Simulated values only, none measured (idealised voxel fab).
process module | voxel plated lines
cross-section cut | 295 nm wide | cells 5 nm
A cross-section is a grid of square cells, given in bands from the top down. A band is one or more rows of cells.
Each band's line starts with the height of the band's top and of its bottom, in nm. Then come its materials from left to right, each with its width in nm. One material with "throughout" fills the band from edge to edge. "air" is empty space.
Height 0 is the level under which the wafer as received is all one material. The lowest band goes on downwards, as in "0 down".
A width such as "30 to 40" changes by the same amount from each row of cells to the next, from the band's top row to its bottom row.
"no change" after a step means that no cell of the cross-section changed.
closed voids: empty space of 8 cells or more with no open way to the top, each as width x height at its distance from the left edge, in nm
after a step's settings: what the simulator itself notes on the step
overlay nm, on a step with a mask: how far to the right of its planned place the mask lay; to the left if negative
plan
1 op RECEIVE | material Si
2 op CONFORMAL_DEP | material Al2O3 | thk nm 10
3 op DIRECTIONAL_DEP | material TiN | thk nm 5
4 op PATTERN | tone open | mask id LINES | material resist | width nm 30 | pitch nm 60 | thk nm 20 | overlay nm -15
5 op EPI | material Ru | thk nm 10
6 op STRIP | etch materials resist
7 op DIRECTIONAL_ETCH | etch materials TiN | depth nm 5
8 op CONFORMAL_DEP | material SiN | thk nm 10
varied across the wafers: overlay nm of step 4. The plan shows the first wafer's value. All wafers start alike
first wafer as received, after step 1
  0 down: Si throughout
  closed voids: none
each wafer at the end: cells of each material gained (+) or lost (-) since it was received, then its closed voids
overlay nm -15 | +118 Al2O3 | +36 Ru | +154 SiN | +18 TiN | closed voids: none
overlay nm -10 | +118 Al2O3 | +36 Ru | +154 SiN | +18 TiN | closed voids: none
overlay nm -5 | +118 Al2O3 | +36 Ru | +154 SiN | +18 TiN | closed voids: none
overlay nm 0 | +118 Al2O3 | +36 Ru | +154 SiN | +18 TiN | closed voids: none
overlay nm 5 | +118 Al2O3 | +36 Ru | +154 SiN | +18 TiN | closed voids: none
overlay nm 10 | +118 Al2O3 | +36 Ru | +154 SiN | +18 TiN | closed voids: none
overlay nm 15 | +118 Al2O3 | +36 Ru | +154 SiN | +18 TiN | closed voids: none
